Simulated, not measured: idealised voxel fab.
The name of this process module is voxel wiring stack.
In the cross-section labelled cut, the width is 220 nm and each square cell is 5 nm.
Notation: cross-section as square-cell grid; stated in bands, top first, going down; one or more cell rows per band.
Per band: top height and bottom height in nm, followed by the left-to-right materials and their widths in nm; "throughout" marks a single material spanning edge to edge, "air" marks empty space.
Beneath 0, the wafer as received is one material, and that level is where height counting begins. The lowest band goes on downward without a bottom; it is written like "0 -> down".
Read "30..40" as a graded width: first number on top, second number at the bottom, same change between each pair of neighbouring rows.
Where a step carries "no change", the cross-section came out of it unchanged, cell for cell.
"Enclosed void list": sealed empty spaces, 8 cells or more, no open way to top, listed width x height at distance, with distance from the left edge and width, height and distance in nm.
Note: text after step settings on the step line = simulator remark on that step.
Regarding "overlay nm": on a step with a mask, it is the distance the mask lay to the right of its planned place; a negative value places it to the left.
Each of the pairs that make up the rest of this document says: here is the cross-section before one process step, here is the cross-section after it, drawn only down to the lowest band that changed, and here, under the pair, is the step lying between them with its settings. Different pairs may come from different runs of this module on the same starting wafer, so a pair continues from the pair above it only where its entry headed "Prior to step" says so.
-- Prior to step
100 -> 95 = TiN throughout
95 -> 85 = 75 SiO2 / 15 Ru / 35 SiO2 / 15 Ru / 80 SiO2
85 -> 80 = 75 SiCN / 15 Ru / 35 SiCN / 15 Ru / 80 SiCN
80 -> 55 = 75 SiO2 / 5 TiN / 10 W / 5 TiN / 30 SiO2 / 5 TiN / 10 W / 5 TiN / 75 SiO2
55 -> 50 = 75 SiCN / 20 TiN / 30 SiCN / 20 TiN / 75 SiCN
50 -> 40 = 85 lowk / 15 Ru / 35 lowk / 15 Ru / 70 lowk
40 -> 35 = 85 SiCN / 15 Ru / 35 SiCN / 15 Ru / 70 SiCN
35 -> 20 = 70 SiO2 / 5 SiN / 20 W / 5 SiN / 20 SiO2 / 5 SiN / 20 W / 5 SiN / 70 SiO2
20 -> 15 = 75 SiN / 20 TiN / 30 SiN / 20 TiN / 75 SiN
15 -> 0 = SiO2 throughout
0 -> down = Si throughout
Enclosed void list: none
-- Sectional View, Post-Process
120 -> 100 = Ru throughout
Rest of section, below 100: as before.
Enclosed void list: none
The process step bridging the two cross-sections above: DIRECTIONAL_DEP [material Ru] [thk nm 20]
Prior to step: The cross-section prior to this step is the one presented after the step of the pair immediately above.
-- Sectional View, Post-Process
120 -> 100 = 75 air / 20 Ru / 30 air / 20 Ru / 75 air
Rest of section, below 100: as before.
Enclosed void list: none
The process step bridging the two cross-sections above: MASKED_ETCH [tone cover] [mask id METAL_3] [width nm 20] [pitch nm 50] [etch materials Ru] [depth nm 20] [overlay nm 0]
Prior to step: The cross-section prior to this step is the one presented after the step of the pair immediately above.
-- Sectional View, Post-Process
120 -> 100 = 75 air / 20 Ru / 30 air / 20 Ru / 75 air
100 -> 95 = 75 air / 20 TiN / 30 air / 20 TiN / 75 air
Rest of section, below 95: as before.
Enclosed void list: none
The process step bridging the two cross-sections above: MASKED_ETCH [tone cover] [mask id METAL_3] [width nm 20] [pitch nm 50] [etch materials TiN] [depth nm 5] [overlay nm 0]
Prior to step: The cross-section prior to this step is the one presented after the step of the pair immediately above.
-- Sectional View, Post-Process
125 -> 120 = 70 air / 30 SiCN / 20 air / 30 SiCN / 70 air
120 -> 100 = 70 air / 5 SiCN / 20 Ru / 5 SiCN / 20 air / 5 SiCN / 20 Ru / 5 SiCN / 70 air
100 -> 95 = 75 SiCN / 20 TiN / 30 SiCN / 20 TiN / 75 SiCN
Rest of section, below 95: as before.
Enclosed void list: none
The process step bridging the two cross-sections above: CONFORMAL_DEP [material SiCN] [thk nm 5]
Prior to step: The cross-section prior to this step is the one presented after the step of the pair immediately above.
-- Sectional View, Post-Process
135 -> 125 = SiO2 throughout
125 -> 120 = 70 SiO2 / 30 SiCN / 20 SiO2 / 30 SiCN / 70 SiO2
120 -> 100 = 70 SiO2 / 5 SiCN / 20 Ru / 5 SiCN / 20 SiO2 / 5 SiCN / 20 Ru / 5 SiCN / 70 SiO2
Rest of section, below 100: as before.
Enclosed void list: none
The process step bridging the two cross-sections above: FILL_DEP [material SiO2] [thk nm 10]
Prior to step: The cross-section prior to this step is the one presented after the step of the pair immediately above.
-- Sectional View, Post-Process
120 -> 100 = 70 SiO2 / 5 SiCN / 20 Ru / 5 SiCN / 20 SiO2 / 5 SiCN / 20 Ru / 5 SiCN / 70 SiO2
Rest of section, below 100: as before.
Enclosed void list: none
The process step bridging the two cross-sections above: CMP [height nm 120]
Prior to step: The cross-section prior to this step is the one presented after the step of the pair immediately above.
-- Sectional View, Post-Process
125 -> 120 = SiN throughout
Rest of section, below 120: as before.
Enclosed void list: none
The process step bridging the two cross-sections above: CONFORMAL_DEP [material SiN] [thk nm 5]
-- Prior to step
35 -> 20 = 75 air / 20 W / 30 air / 20 W / 75 air
20 -> 15 = 75 air / 20 TiN / 30 air / 20 TiN / 75 air
15 -> 0 = SiO2 throughout
0 -> down = Si throughout
Enclosed void list: none
-- Sectional View, Post-Process
40 -> 35 = 70 air / 30 Ru / 20 air / 30 Ru / 70 air
35 -> 20 = 70 air / 5 Ru / 20 W / 5 Ru / 20 air / 5 Ru / 20 W / 5 Ru / 70 air
20 -> 15 = 75 Ru / 20 TiN / 30 Ru / 20 TiN / 75 Ru
Rest of section, below 15: as before.
Enclosed void list: none
The process step bridging the two cross-sections above: CONFORMAL_DEP [material Ru] [thk nm 5]
Prior to step: The cross-section prior to this step is the one presented after the step of the pair immediately above.
-- Sectional View, Post-Process
50 -> 40 = SiO2 throughout
40 -> 35 = 70 SiO2 / 30 Ru / 20 SiO2 / 30 Ru / 70 SiO2
35 -> 20 = 70 SiO2 / 5 Ru / 20 W / 5 Ru / 20 SiO2 / 5 Ru / 20 W / 5 Ru / 70 SiO2
Rest of section, below 20: as before.
Enclosed void list: none
The process step bridging the two cross-sections above: FILL_DEP [material SiO2] [thk nm 10]
Prior to step: The cross-section prior to this step is the one presented after the step of the pair immediately above.
-- Sectional View, Post-Process
35 -> 20 = 70 SiO2 / 5 Ru / 20 W / 5 Ru / 20 SiO2 / 5 Ru / 20 W / 5 Ru / 70 SiO2
Rest of section, below 20: as before.
Enclosed void list: none
The process step bridging the two cross-sections above: CMP [height nm 35]
Prior to step: The cross-section prior to this step is the one presented after the step of the pair immediately above.
-- Sectional View, Post-Process
40 -> 35 = SiCN throughout
Rest of section, below 35: as before.
Enclosed void list: none
The process step bridging the two cross-sections above: CONFORMAL_DEP [material SiCN] [thk nm 5]
Prior to step: The cross-section prior to this step is the one presented after the step of the pair immediately above.
-- Sectional View, Post-Process
50 -> 40 = lowk throughout
Rest of section, below 40: as before.
Enclosed void list: none
The process step bridging the two cross-sections above: DIRECTIONAL_DEP [material lowk] [thk nm 10]
Prior to step: The cross-section prior to this step is the one presented after the step of the pair immediately above.
-- Sectional View, Post-Process
65 -> 50 = aC throughout
Rest of section, below 50: as before.
Enclosed void list: none
The process step bridging the two cross-sections above: DIRECTIONAL_DEP [material aC] [thk nm 15]
Prior to step: The cross-section prior to this step is the one presented after the step of the pair immediately above.
-- Sectional View, Post-Process
95 -> 65 = 75 resist / 15 air / 35 resist / 15 air / 80 resist
Rest of section, below 65: as before.
Enclosed void list: none
The process step bridging the two cross-sections above: PATTERN [tone open] [mask id PLUG_1] [material resist] [width nm 15] [pitch nm 50] [thk nm 30] [overlay nm 0]
Prior to step: The cross-section prior to this step is the one presented after the step of the pair immediately above.
-- Sectional View, Post-Process
80 -> 65 = 75 resist / 15 air / 35 resist / 15 air / 80 resist
65 -> 50 = 75 aC / 15 air / 35 aC / 15 air / 80 aC
Rest of section, below 50: as before.
Enclosed void list: none
The process step bridging the two cross-sections above: DIRECTIONAL_ETCH [etch materials aC] [depth nm 15]
Prior to step: The cross-section prior to this step is the one presented after the step of the pair immediately above.
-- Sectional View, Post-Process
65 -> 50 = 75 aC / 15 air / 35 aC / 15 air / 80 aC
Rest of section, below 50: as before.
Enclosed void list: none
The process step bridging the two cross-sections above: STRIP [etch materials resist]
Prior to step: The cross-section prior to this step is the one presented after the step of the pair immediately above.
-- Sectional View, Post-Process
65 -> 50 = 75 aC / 15 air / 35 aC / 15 air / 80 aC
50 -> 40 = 75 lowk / 15 air / 35 lowk / 15 air / 80 lowk
Rest of section, below 40: as before.
Enclosed void list: none
The process step bridging the two cross-sections above: DIRECTIONAL_ETCH [etch materials lowk] [depth nm 10]
Prior to step: The cross-section prior to this step is the one presented after the step of the pair immediately above.
-- Sectional View, Post-Process
65 -> 50 = 75 aC / 15 air / 35 aC / 15 air / 80 aC
50 -> 40 = 75 lowk / 15 air / 35 lowk / 15 air / 80 lowk
40 -> 35 = 75 SiCN / 15 air / 35 SiCN / 15 air / 80 SiCN
Rest of section, below 35: as before.
Enclosed void list: none
The process step bridging the two cross-sections above: DIRECTIONAL_ETCH [etch materials SiCN] [depth nm 5]
Prior to step: The cross-section prior to this step is the one presented after the step of the pair immediately above.
-- Sectional View, Post-Process
50 -> 40 = 75 lowk / 15 air / 35 lowk / 15 air / 80 lowk
Rest of section, below 40: as before.
Enclosed void list: none
The process step bridging the two cross-sections above: STRIP [etch materials aC]
Prior to step: The cross-section prior to this step is the one presented after the step of the pair immediately above.
-- Sectional View, Post-Process
50 -> 45 = 75 lowk / 15 air / 35 lowk / 15 air / 80 lowk
45 -> 40 = 75 lowk / 15 Ru / 35 lowk / 15 Ru / 80 lowk
40 -> 35 = 75 SiCN / 15 Ru / 35 SiCN / 15 Ru / 80 SiCN
Rest of section, below 35: as before.
Enclosed void list: none
The process step bridging the two cross-sections above: EPI [material Ru] [thk nm 10]
Prior to step: The cross-section prior to this step is the one presented after the step of the pair immediately above.
-- Sectional View, Post-Process
50 -> 40 = 75 lowk / 15 Ru / 35 lowk / 15 Ru / 80 lowk
Rest of section, below 40: as before.
Enclosed void list: none
The process step bridging the two cross-sections above: EPI [material Ru] [thk nm 5]
Prior to step: The cross-section prior to this step is the one presented after the step of the pair immediately above.
-- Sectional View, Post-Process
55 -> 50 = SiCN throughout
Rest of section, below 50: as before.
Enclosed void list: none
The process step bridging the two cross-sections above: CONFORMAL_DEP [material SiCN] [thk nm 5]
Prior to step: The cross-section prior to this step is the one presented after the step of the pair immediately above.
-- Sectional View, Post-Process
80 -> 55 = SiO2 throughout
Rest of section, below 55: as before.
Enclosed void list: none
The process step bridging the two cross-sections above: DIRECTIONAL_DEP [material SiO2] [thk nm 25]
Prior to step: The cross-section prior to this step is the one presented after the step of the pair immediately above.
-- Sectional View, Post-Process
80 -> 55 = 75 SiO2 / 20 air / 30 SiO2 / 20 air / 75 SiO2
Rest of section, below 55: as before.
Enclosed void list: none
The process step bridging the two cross-sections above: MASKED_ETCH [tone open] [mask id METAL_2] [width nm 20] [pitch nm 50] [etch materials SiO2] [depth nm 25] [overlay nm 0]
Prior to step: The cross-section prior to this step is the one presented after the step of the pair immediately above.
-- Sectional View, Post-Process
80 -> 55 = 75 SiO2 / 20 air / 30 SiO2 / 20 air / 75 SiO2
55 -> 50 = 75 SiCN / 20 air / 30 SiCN / 20 air / 75 SiCN
Rest of section, below 50: as before.
Enclosed void list: none
The process step bridging the two cross-sections above: MASKED_ETCH [tone open] [mask id METAL_2] [width nm 20] [pitch nm 50] [etch materials SiCN] [depth nm 5] [overlay nm 0]
Prior to step: The cross-section prior to this step is the one presented after the step of the pair immediately above.
-- Sectional View, Post-Process
85 -> 80 = 80 TiN / 10 air / 40 TiN / 10 air / 80 TiN
80 -> 55 = 75 SiO2 / 5 TiN / 10 air / 5 TiN / 30 SiO2 / 5 TiN / 10 air / 5 TiN / 75 SiO2
55 -> 50 = 75 SiCN / 20 TiN / 30 SiCN / 20 TiN / 75 SiCN
Rest of section, below 50: as before.
Enclosed void list: none
The process step bridging the two cross-sections above: CONFORMAL_DEP [material TiN] [thk nm 5]
Prior to step: The cross-section prior to this step is the one presented after the step of the pair immediately above.
-- Sectional View, Post-Process
95 -> 85 = W throughout
85 -> 80 = 80 TiN / 10 W / 40 TiN / 10 W / 80 TiN
80 -> 55 = 75 SiO2 / 5 TiN / 10 W / 5 TiN / 30 SiO2 / 5 TiN / 10 W / 5 TiN / 75 SiO2
Rest of section, below 55: as before.
Enclosed void list: none
The process step bridging the two cross-sections above: FILL_DEP [material W] [thk nm 10]
Prior to step: The cross-section prior to this step is the one presented after the step of the pair immediately above.
-- Sectional View, Post-Process
80 -> 55 = 75 SiO2 / 5 TiN / 10 W / 5 TiN / 30 SiO2 / 5 TiN / 10 W / 5 TiN / 75 SiO2
Rest of section, below 55: as before.
Enclosed void list: none
The process step bridging the two cross-sections above: CMP [height nm 80]
Prior to step: The cross-section prior to this step is the one presented after the step of the pair immediately above.
-- Sectional View, Post-Process
85 -> 80 = SiCN throughout
Rest of section, below 80: as before.
Enclosed void list: none
The process step bridging the two cross-sections above: CONFORMAL_DEP [material SiCN] [thk nm 5]
Prior to step: The cross-section prior to this step is the one presented after the step of the pair immediately above.
-- Sectional View, Post-Process
95 -> 85 = SiO2 throughout
Rest of section, below 85: as before.
Enclosed void list: none
The process step bridging the two cross-sections above: DIRECTIONAL_DEP [material SiO2] [thk nm 10]
Prior to step: The cross-section prior to this step is the one presented after the step of the pair immediately above.
-- Sectional View, Post-Process
110 -> 95 = aC throughout
Rest of section, below 95: as before.
Enclosed void list: none
The process step bridging the two cross-sections above: DIRECTIONAL_DEP [material aC] [thk nm 15]
Prior to step: The cross-section prior to this step is the one presented after the step of the pair immediately above.
-- Sectional View, Post-Process
140 -> 110 = 75 resist / 15 air / 35 resist / 15 air / 80 resist
Rest of section, below 110: as before.
Enclosed void list: none
The process step bridging the two cross-sections above: PATTERN [tone open] [mask id PLUG_2] [material resist] [width nm 15] [pitch nm 50] [thk nm 30] [overlay nm 0]
Prior to step: The cross-section prior to this step is the one presented after the step of the pair immediately above.
-- Sectional View, Post-Process
125 -> 110 = 75 resist / 15 air / 35 resist / 15 air / 80 resist
110 -> 95 = 75 aC / 15 air / 35 aC / 15 air / 80 aC
Rest of section, below 95: as before.
Enclosed void list: none
The process step bridging the two cross-sections above: DIRECTIONAL_ETCH [etch materials aC] [depth nm 15]
Prior to step: The cross-section prior to this step is the one presented after the step of the pair immediately above.
-- Sectional View, Post-Process
110 -> 95 = 75 aC / 15 air / 35 aC / 15 air / 80 aC
Rest of section, below 95: as before.
Enclosed void list: none
The process step bridging the two cross-sections above: STRIP [etch materials resist]
Prior to step: The cross-section prior to this step is the one presented after the step of the pair immediately above.
-- Sectional View, Post-Process
110 -> 95 = 75 aC / 15 air / 35 aC / 15 air / 80 aC
95 -> 85 = 75 SiO2 / 15 air / 35 SiO2 / 15 air / 80 SiO2
Rest of section, below 85: as before.
Enclosed void list: none
The process step bridging the two cross-sections above: DIRECTIONAL_ETCH [etch materials SiO2] [depth nm 10]
Prior to step: The cross-section prior to this step is the one presented after the step of the pair immediately above.
-- Sectional View, Post-Process
110 -> 95 = 75 aC / 15 air / 35 aC / 15 air / 80 aC
95 -> 85 = 75 SiO2 / 15 air / 35 SiO2 / 15 air / 80 SiO2
85 -> 80 = 75 SiCN / 15 air / 35 SiCN / 15 air / 80 SiCN
Rest of section, below 80: as before.
Enclosed void list: none
The process step bridging the two cross-sections above: DIRECTIONAL_ETCH [etch materials SiCN] [depth nm 5]
Prior to step: The cross-section prior to this step is the one presented after the step of the pair immediately above.
-- Sectional View, Post-Process
95 -> 85 = 75 SiO2 / 15 air / 35 SiO2 / 15 air / 80 SiO2
Rest of section, below 85: as before.
Enclosed void list: none
The process step bridging the two cross-sections above: STRIP [etch materials aC]
Prior to step: The cross-section prior to this step is the one presented after the step of the pair immediately above.
-- Sectional View, Post-Process
95 -> 90 = 75 SiO2 / 15 air / 35 SiO2 / 15 air / 80 SiO2
90 -> 85 = 75 SiO2 / 15 Ru / 35 SiO2 / 15 Ru / 80 SiO2
85 -> 80 = 75 SiCN / 15 Ru / 35 SiCN / 15 Ru / 80 SiCN
Rest of section, below 80: as before.
Enclosed void list: none
The process step bridging the two cross-sections above: EPI [material Ru] [thk nm 10]
Prior to step: The cross-section prior to this step is the one presented after the step of the pair immediately above.
-- Sectional View, Post-Process
95 -> 85 = 75 SiO2 / 15 Ru / 35 SiO2 / 15 Ru / 80 SiO2
Rest of section, below 85: as before.
Enclosed void list: none
The process step bridging the two cross-sections above: EPI [material Ru] [thk nm 5]
Prior to step: The cross-section prior to this step is the one presented after the step of the pair immediately above.
-- Sectional View, Post-Process
100 -> 95 = TiN throughout
Rest of section, below 95: as before.
Enclosed void list: none
The process step bridging the two cross-sections above: DIRECTIONAL_DEP [material TiN] [thk nm 5]
Prior to step: The cross-section prior to this step is the one presented after the step of the pair immediately above.
-- Sectional View, Post-Process
120 -> 100 = Ru throughout
Rest of section, below 100: as before.
Enclosed void list: none
The process step bridging the two cross-sections above: DIRECTIONAL_DEP [material Ru] [thk nm 20]
Prior to step: The cross-section prior to this step is the one presented after the step of the pair immediately above.
-- Sectional View, Post-Process
120 -> 100 = 75 air / 20 Ru / 30 air / 20 Ru / 75 air
Rest of section, below 100: as before.
Enclosed void list: none
The process step bridging the two cross-sections above: MASKED_ETCH [tone cover] [mask id METAL_3] [width nm 20] [pitch nm 50] [etch materials Ru] [depth nm 20] [overlay nm 0]
Prior to step: The cross-section prior to this step is the one presented after the step of the pair immediately above.
-- Sectional View, Post-Process
120 -> 100 = 75 air / 20 Ru / 30 air / 20 Ru / 75 air
100 -> 95 = 75 air / 20 TiN / 30 air / 20 TiN / 75 air
Rest of section, below 95: as before.
Enclosed void list: none
The process step bridging the two cross-sections above: MASKED_ETCH [tone cover] [mask id METAL_3] [width nm 20] [pitch nm 50] [etch materials TiN] [depth nm 5] [overlay nm 0]
Prior to step: The cross-section prior to this step is the one presented after the step of the pair immediately above.
-- Sectional View, Post-Process
125 -> 120 = 70 air / 30 SiCN / 20 air / 30 SiCN / 70 air
120 -> 100 = 70 air / 5 SiCN / 20 Ru / 5 SiCN / 20 air / 5 SiCN / 20 Ru / 5 SiCN / 70 air
100 -> 95 = 75 SiCN / 20 TiN / 30 SiCN / 20 TiN / 75 SiCN
Rest of section, below 95: as before.
Enclosed void list: none
The process step bridging the two cross-sections above: CONFORMAL_DEP [material SiCN] [thk nm 5]
Prior to step: The cross-section prior to this step is the one presented after the step of the pair immediately above.
-- Sectional View, Post-Process
135 -> 125 = SiO2 throughout
125 -> 120 = 70 SiO2 / 30 SiCN / 20 SiO2 / 30 SiCN / 70 SiO2
120 -> 100 = 70 SiO2 / 5 SiCN / 20 Ru / 5 SiCN / 20 SiO2 / 5 SiCN / 20 Ru / 5 SiCN / 70 SiO2
Rest of section, below 100: as before.
Enclosed void list: none
The process step bridging the two cross-sections above: FILL_DEP [material SiO2] [thk nm 10]
Prior to step: The cross-section prior to this step is the one presented after the step of the pair immediately above.
-- Sectional View, Post-Process
120 -> 100 = 70 SiO2 / 5 SiCN / 20 Ru / 5 SiCN / 20 SiO2 / 5 SiCN / 20 Ru / 5 SiCN / 70 SiO2
Rest of section, below 100: as before.
Enclosed void list: none
The process step bridging the two cross-sections above: CMP [height nm 120]
Prior to step: The cross-section prior to this step is the one presented after the step of the pair immediately above.
-- Sectional View, Post-Process
125 -> 120 = SiN throughout
Rest of section, below 120: as before.
Enclosed void list: none
The process step bridging the two cross-sections above: CONFORMAL_DEP [material SiN] [thk nm 5]
-- Prior to step
45 -> 35 = aC throughout
35 -> 20 = W throughout
20 -> 15 = TiN throughout
15 -> 0 = SiO2 throughout
0 -> down = Si throughout
Enclosed void list: none
-- Sectional View, Post-Process
70 -> 45 = 75 resist / 20 air / 30 resist / 20 air / 75 resist
Rest of section, below 45: as before.
Enclosed void list: none
The process step bridging the two cross-sections above: PATTERN [tone open] [mask id METAL_1] [material resist] [width nm 20] [pitch nm 50] [thk nm 25] [overlay nm 0]
Prior to step: The cross-section prior to this step is the one presented after the step of the pair immediately above.
-- Sectional View, Post-Process
60 -> 45 = 75 resist / 20 air / 30 resist / 20 air / 75 resist
45 -> 35 = 75 aC / 20 air / 30 aC / 20 air / 75 aC
Rest of section, below 35: as before.
Enclosed void list: none
The process step bridging the two cross-sections above: DIRECTIONAL_ETCH [etch materials aC] [depth nm 10]
Prior to step: The cross-section prior to this step is the one presented after the step of the pair immediately above.
-- Sectional View, Post-Process
45 -> 35 = 75 aC / 20 air / 30 aC / 20 air / 75 aC
Rest of section, below 35: as before.
Enclosed void list: none
The process step bridging the two cross-sections above: STRIP [etch materials resist]
Prior to step: The cross-section prior to this step is the one presented after the step of the pair immediately above.
-- Sectional View, Post-Process
45 -> 35 = 75 aC / 20 air / 30 aC / 20 air / 75 aC
35 -> 20 = 75 W / 20 air / 30 W / 20 air / 75 W
Rest of section, below 20: as before.
Enclosed void list: none
The process step bridging the two cross-sections above: DIRECTIONAL_ETCH [etch materials W] [depth nm 15]
Prior to step: The cross-section prior to this step is the one presented after the step of the pair immediately above.
-- Sectional View, Post-Process
45 -> 35 = 75 aC / 20 air / 30 aC / 20 air / 75 aC
35 -> 20 = 75 W / 20 air / 30 W / 20 air / 75 W
20 -> 15 = 75 TiN / 20 air / 30 TiN / 20 air / 75 TiN
Rest of section, below 15: as before.
Enclosed void list: none
The process step bridging the two cross-sections above: DIRECTIONAL_ETCH [etch materials TiN] [depth nm 5]
Prior to step: The cross-section prior to this step is the one presented after the step of the pair immediately above.
-- Sectional View, Post-Process
35 -> 20 = 75 W / 20 air / 30 W / 20 air / 75 W
Rest of section, below 20: as before.
Enclosed void list: none
The process step bridging the two cross-sections above: STRIP [etch materials aC]
Prior to step: The cross-section prior to this step is the one presented after the step of the pair immediately above.
-- Sectional View, Post-Process
40 -> 35 = 80 SiN / 10 air / 40 SiN / 10 air / 80 SiN
35 -> 20 = 75 W / 5 SiN / 10 air / 5 SiN / 30 W / 5 SiN / 10 air / 5 SiN / 75 W
20 -> 15 = 75 TiN / 20 SiN / 30 TiN / 20 SiN / 75 TiN
Rest of section, below 15: as before.
Enclosed void list: none
The process step bridging the two cross-sections above: CONFORMAL_DEP [material SiN] [thk nm 5]
Prior to step: The cross-section prior to this step is the one presented after the step of the pair immediately above.
-- Sectional View, Post-Process
50 -> 40 = SiO2 throughout
40 -> 35 = 80 SiN / 10 SiO2 / 40 SiN / 10 SiO2 / 80 SiN
35 -> 20 = 75 W / 5 SiN / 10 SiO2 / 5 SiN / 30 W / 5 SiN / 10 SiO2 / 5 SiN / 75 W
Rest of section, below 20: as before.
Enclosed void list: none
The process step bridging the two cross-sections above: FILL_DEP [material SiO2] [thk nm 10]
Prior to step: The cross-section prior to this step is the one presented after the step of the pair immediately above.
-- Sectional View, Post-Process
35 -> 20 = 75 W / 5 SiN / 10 SiO2 / 5 SiN / 30 W / 5 SiN / 10 SiO2 / 5 SiN / 75 W
Rest of section, below 20: as before.
Enclosed void list: none
The process step bridging the two cross-sections above: CMP [height nm 35]
Prior to step: The cross-section prior to this step is the one presented after the step of the pair immediately above.
-- Sectional View, Post-Process
40 -> 35 = SiCN throughout
Rest of section, below 35: as before.
Enclosed void list: none
The process step bridging the two cross-sections above: CONFORMAL_DEP [material SiCN] [thk nm 5]
Prior to step: The cross-section prior to this step is the one presented after the step of the pair immediately above.
-- Sectional View, Post-Process
50 -> 40 = lowk throughout
Rest of section, below 40: as before.
Enclosed void list: none
The process step bridging the two cross-sections above: DIRECTIONAL_DEP [material lowk] [thk nm 10]
Prior to step: The cross-section prior to this step is the one presented after the step of the pair immediately above.
-- Sectional View, Post-Process
65 -> 50 = aC throughout
Rest of section, below 50: as before.
Enclosed void list: none
The process step bridging the two cross-sections above: DIRECTIONAL_DEP [material aC] [thk nm 15]
Prior to step: The cross-section prior to this step is the one presented after the step of the pair immediately above.
-- Sectional View, Post-Process
95 -> 65 = 75 resist / 15 air / 35 resist / 15 air / 80 resist
Rest of section, below 65: as before.
Enclosed void list: none
The process step bridging the two cross-sections above: PATTERN [tone open] [mask id PLUG_1] [material resist] [width nm 15] [pitch nm 50] [thk nm 30] [overlay nm 0]
Prior to step: The cross-section prior to this step is the one presented after the step of the pair immediately above.
-- Sectional View, Post-Process
80 -> 65 = 75 resist / 15 air / 35 resist / 15 air / 80 resist
65 -> 50 = 75 aC / 15 air / 35 aC / 15 air / 80 aC
Rest of section, below 50: as before.
Enclosed void list: none
The process step bridging the two cross-sections above: DIRECTIONAL_ETCH [etch materials aC] [depth nm 15]
Prior to step: The cross-section prior to this step is the one presented after the step of the pair immediately above.
-- Sectional View, Post-Process
65 -> 50 = 75 aC / 15 air / 35 aC / 15 air / 80 aC
Rest of section, below 50: as before.
Enclosed void list: none
The process step bridging the two cross-sections above: STRIP [etch materials resist]
Prior to step: The cross-section prior to this step is the one presented after the step of the pair immediately above.
-- Sectional View, Post-Process
65 -> 50 = 75 aC / 15 air / 35 aC / 15 air / 80 aC
50 -> 40 = 75 lowk / 15 air / 35 lowk / 15 air / 80 lowk
Rest of section, below 40: as before.
Enclosed void list: none
The process step bridging the two cross-sections above: DIRECTIONAL_ETCH [etch materials lowk] [depth nm 10]
Prior to step: The cross-section prior to this step is the one presented after the step of the pair immediately above.
-- Sectional View, Post-Process
65 -> 50 = 75 aC / 15 air / 35 aC / 15 air / 80 aC
50 -> 40 = 75 lowk / 15 air / 35 lowk / 15 air / 80 lowk
40 -> 35 = 75 SiCN / 15 air / 35 SiCN / 15 air / 80 SiCN
Rest of section, below 35: as before.
Enclosed void list: none
The process step bridging the two cross-sections above: DIRECTIONAL_ETCH [etch materials SiCN] [depth nm 5]
Prior to step: The cross-section prior to this step is the one presented after the step of the pair immediately above.
-- Sectional View, Post-Process
50 -> 40 = 75 lowk / 15 air / 35 lowk / 15 air / 80 lowk
Rest of section, below 40: as before.
Enclosed void list: none
The process step bridging the two cross-sections above: STRIP [etch materials aC]
Prior to step: The cross-section prior to this step is the one presented after the step of the pair immediately above.
-- Sectional View, Post-Process
55 -> 50 = 80 SiCN / 5 air / 45 SiCN / 5 air / 85 SiCN
50 -> 40 = 75 lowk / 5 SiCN / 5 air / 5 SiCN / 35 lowk / 5 SiCN / 5 air / 5 SiCN / 80 lowk
40 -> 35 = SiCN throughout
Rest of section, below 35: as before.
Enclosed void list: none
The process step bridging the two cross-sections above: CONFORMAL_DEP [material SiCN] [thk nm 5]
Prior to step: The cross-section prior to this step is the one presented after the step of the pair immediately above.
-- Sectional View, Post-Process
80 -> 65 = 80 SiO2 / 5 air / 45 SiO2 / 5 air / 85 SiO2
65 -> 55 = SiO2 throughout
55 -> 50 = 80 SiCN / 5 SiO2 / 45 SiCN / 5 SiO2 / 85 SiCN
50 -> 40 = 75 lowk / 5 SiCN / 5 SiO2 / 5 SiCN / 35 lowk / 5 SiCN / 5 SiO2 / 5 SiCN / 80 lowk
Rest of section, below 40: as before.
Enclosed void list: none
The process step bridging the two cross-sections above: DIRECTIONAL_DEP [material SiO2] [thk nm 25]
Prior to step: The cross-section prior to this step is the one presented after the step of the pair immediately above.
-- Sectional View, Post-Process
80 -> 55 = 75 SiO2 / 20 air / 30 SiO2 / 20 air / 75 SiO2
55 -> 50 = 80 SiCN / 5 air / 45 SiCN / 5 air / 85 SiCN
50 -> 40 = 75 lowk / 5 SiCN / 5 air / 5 SiCN / 35 lowk / 5 SiCN / 5 air / 5 SiCN / 80 lowk
Rest of section, below 40: as before.
Enclosed void list: none
The process step bridging the two cross-sections above: MASKED_ETCH [tone open] [mask id METAL_2] [width nm 20] [pitch nm 50] [etch materials SiO2] [depth nm 25] [overlay nm 0]
Prior to step: The cross-section prior to this step is the one presented after the step of the pair immediately above.
-- Sectional View, Post-Process
80 -> 55 = 75 SiO2 / 20 air / 30 SiO2 / 20 air / 75 SiO2
55 -> 50 = 75 SiCN / 20 air / 30 SiCN / 20 air / 75 SiCN
50 -> 40 = 75 lowk / 5 SiCN / 5 air / 5 SiCN / 35 lowk / 5 SiCN / 5 air / 5 SiCN / 80 lowk
40 -> 35 = 80 SiCN / 5 air / 45 SiCN / 5 air / 85 SiCN
Rest of section, below 35: as before.
Enclosed void list: none
The process step bridging the two cross-sections above: MASKED_ETCH [tone open] [mask id METAL_2] [width nm 20] [pitch nm 50] [etch materials SiCN] [depth nm 5] [overlay nm 0]
Prior to step: The cross-section prior to this step is the one presented after the step of the pair immediately above.
-- Sectional View, Post-Process
85 -> 80 = 80 TiN / 10 air / 40 TiN / 10 air / 80 TiN
80 -> 55 = 75 SiO2 / 5 TiN / 10 air / 5 TiN / 30 SiO2 / 5 TiN / 10 air / 5 TiN / 75 SiO2
55 -> 50 = 75 SiCN / 20 TiN / 30 SiCN / 20 TiN / 75 SiCN
50 -> 40 = 75 lowk / 5 SiCN / 5 TiN / 5 SiCN / 35 lowk / 5 SiCN / 5 TiN / 5 SiCN / 80 lowk
40 -> 35 = 80 SiCN / 5 TiN / 45 SiCN / 5 TiN / 85 SiCN
Rest of section, below 35: as before.
Enclosed void list: none
The process step bridging the two cross-sections above: CONFORMAL_DEP [material TiN] [thk nm 5]
Prior to step: The cross-section prior to this step is the one presented after the step of the pair immediately above.
-- Sectional View, Post-Process
95 -> 85 = W throughout
85 -> 80 = 80 TiN / 10 W / 40 TiN / 10 W / 80 TiN
80 -> 55 = 75 SiO2 / 5 TiN / 10 W / 5 TiN / 30 SiO2 / 5 TiN / 10 W / 5 TiN / 75 SiO2
Rest of section, below 55: as before.
Enclosed void list: none
The process step bridging the two cross-sections above: FILL_DEP [material W] [thk nm 10]
Prior to step: The cross-section prior to this step is the one presented after the step of the pair immediately above.
-- Sectional View, Post-Process
80 -> 55 = 75 SiO2 / 5 TiN / 10 W / 5 TiN / 30 SiO2 / 5 TiN / 10 W / 5 TiN / 75 SiO2
Rest of section, below 55: as before.
Enclosed void list: none
The process step bridging the two cross-sections above: CMP [height nm 80]
Prior to step: The cross-section prior to this step is the one presented after the step of the pair immediately above.
-- Sectional View, Post-Process
85 -> 80 = SiCN throughout
Rest of section, below 80: as before.
Enclosed void list: none
The process step bridging the two cross-sections above: CONFORMAL_DEP [material SiCN] [thk nm 5]
Prior to step: The cross-section prior to this step is the one presented after the step of the pair immediately above.
-- Sectional View, Post-Process
95 -> 85 = SiO2 throughout
Rest of section, below 85: as before.
Enclosed void list: none
The process step bridging the two cross-sections above: DIRECTIONAL_DEP [material SiO2] [thk nm 10]
